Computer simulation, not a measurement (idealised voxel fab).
Process module in this document: voxel transistor to metal
For reference, the cross-section in this document is cut, with width 140 nm and square cells of 5 nm.
How to read a cross-section here: the picture is a grid of square cells, written as bands going from the top down, and any band can span one or more rows of cells. First you get the band's top height and its bottom height, in nm, and then the materials it's made of, left to right, with each width in nm. If you see a single material with "full width", that one covers the band edge to edge. "blank" is empty space. The level at which height equals 0 is the one under which the wafer, as it arrives, is entirely one material. No lower edge exists for the bottom band, which continues downward and is notated as in "top 0, no bottom". The notation "30..40" denotes a width that varies across the rows of cells in the band, beginning at the first number in the top row, finishing at the second number in the bottom row, and changing by an identical amount from each row to the next. "nothing altered" for a step: no cell of the cross-section changed in that step. Under "Enclosed cavity list" you'll find the enclosed gaps, the ones with no way out to the top, that are 8 cells or bigger; each reads width x height at distance, with distance counted from the left edge, everything in nm. Heads up: the bit after the settings on a step's line is the simulator's remark on that step. The "overlay nm" setting may appear on a step's line; for a step that uses a mask, it gives how far to the right of its planned position the mask lay, and a negative value indicates the left.
# Here's what the planned process steps look like
step 1: RECEIVE (material Si)
step 2: OXIDIZE (depth nm 5)
step 3: CONFORMAL_DEP (material SiN; thk nm 10)
step 4: PATTERN (tone cover; mask id ACTIVE; material resist; width nm 105; thk nm 15; overlay nm 0)
step 5: DIRECTIONAL_ETCH (etch materials SiN; depth nm 10)
step 6: DIRECTIONAL_ETCH (etch materials SiO2; depth nm 5)
step 7: DIRECTIONAL_ETCH (etch materials Si; depth nm 25)
step 8: STRIP (etch materials resist)
step 9: OXIDIZE (depth nm 5)
step 10: FILL_DEP (material SiO2; thk nm 5)
step 11: CMP (height nm 10)
step 12: SELECTIVE_ETCH (etch materials SiO2; depth nm 10)
step 13: STRIP (etch materials SiN)
step 14: SELECTIVE_ETCH (etch materials SiO2; depth nm 5)
step 15: OXIDIZE (depth nm 5)
step 16: DIRECTIONAL_DEP (material polySi; thk nm 25)
step 17: DIRECTIONAL_DEP (material SiCN; thk nm 15)
step 18: PATTERN (tone cover; mask id GATE; material resist; width nm 15; thk nm 20; overlay nm 0)
step 19: DIRECTIONAL_ETCH (etch materials SiCN; depth nm 25)
step 20: DIRECTIONAL_ETCH (etch materials polySi; depth nm 35)
step 21: STRIP (etch materials resist)
step 22: CONFORMAL_DEP (material SiO2; thk nm 5)
step 23: DIRECTIONAL_ETCH (etch materials SiO2; depth nm 5)
step 24: CONFORMAL_DEP (material SiN; thk nm 5)
step 25: DIRECTIONAL_ETCH (etch materials SiN; depth nm 5)
step 26: DIRECTIONAL_ETCH (etch materials SiO2; depth nm 5)
step 27: DIRECTIONAL_ETCH (etch materials Si; depth nm 10)
step 28: EPI (material SiGe; thk nm 10)
step 29: FILL_DEP (material SiO2; thk nm 10)
step 30: CMP (height nm 35)
step 31: DIRECTIONAL_DEP (material SiO2; thk nm 15)
step 32: MASKED_ETCH (tone open; mask id CONTACT; width nm 20; pitch nm 75; etch materials SiO2; depth nm 60; overlay nm 0)
step 33: CONFORMAL_DEP (material TiN; thk nm 5)
step 34: FILL_DEP (material W; thk nm 5)
step 35: CMP (height nm 50)
step 36: CONFORMAL_DEP (material SiN; thk nm 5)
step 37: DIRECTIONAL_DEP (material SiO2; thk nm 25)
step 38: MASKED_ETCH (tone open; mask id METAL_1; width nm 20; pitch nm 75; etch materials SiO2; depth nm 25; overlay nm 0)
step 39: MASKED_ETCH (tone open; mask id METAL_1; width nm 20; pitch nm 75; etch materials SiN; depth nm 5; overlay nm 0)
step 40: CONFORMAL_DEP (material TiN; thk nm 5)
step 41: FILL_DEP (material Cu; thk nm 10)
step 42: CMP (height nm 80)
step 43: CONFORMAL_DEP (material SiCN; thk nm 5)
step 44: DIRECTIONAL_DEP (material SiO2; thk nm 35)
step 45: MASKED_ETCH (tone open; mask id METAL_2_HOLES; width nm 15; pitch nm 75; etch materials SiO2; depth nm 35; overlay nm -5)
step 46: DIRECTIONAL_DEP (material aC; thk nm 15)
step 47: PATTERN (tone open; mask id METAL_2; material resist; width nm 20; pitch nm 75; thk nm 35; overlay nm 0)
step 48: DIRECTIONAL_ETCH (etch materials aC; depth nm 15)
step 49: STRIP (etch materials resist)
step 50: DIRECTIONAL_ETCH (etch materials SiO2; depth nm 20)
step 51: DIRECTIONAL_ETCH (etch materials SiCN; depth nm 5)
step 52: STRIP (etch materials aC)
step 53: CONFORMAL_DEP (material TiN; thk nm 5)
step 54: FILL_DEP (material Ru; thk nm 10)
step 55: CMP (height nm 120)
step 56: CONFORMAL_DEP (material SiN; thk nm 5)
The wafers are alike at the start. At step 45, their overlay nm differs. The plan lists the first wafer's value.
# First of several wafers (as received, post step 1), cross-sectional view
  top 0, no bottom: Si full width
  Enclosed cavity list: none
# Rows = wafers. At module end, each row lists per material the cells gained (+) or lost (-) since the wafer was received, then the closed voids
overlay nm -5 | +20 Cu | +24 Ru | -125 Si | +33 SiCN | +32 SiGe | +64 SiN | +475 SiO2 | +118 TiN | +44 W | +15 polySi | Enclosed cavity list: none
overlay nm 0 | +20 Cu | +20 Ru | -125 Si | +31 SiCN | +32 SiGe | +64 SiN | +483 SiO2 | +116 TiN | +44 W | +15 polySi | Enclosed cavity list: none
overlay nm 5 | +20 Cu | +20 Ru | -125 Si | +31 SiCN | +32 SiGe | +64 SiN | +483 SiO2 | +116 TiN | +44 W | +15 polySi | Enclosed cavity list: none
overlay nm 10 | +20 Cu | +24 Ru | -125 Si | +33 SiCN | +32 SiGe | +64 SiN | +475 SiO2 | +118 TiN | +44 W | +15 polySi | Enclosed cavity list: none
overlay nm 15 | +20 Cu | +30 Ru | -125 Si | +35 SiCN | +32 SiGe | +64 SiN | +467 SiO2 | +118 TiN | +44 W | +15 polySi | Enclosed cavity list: none
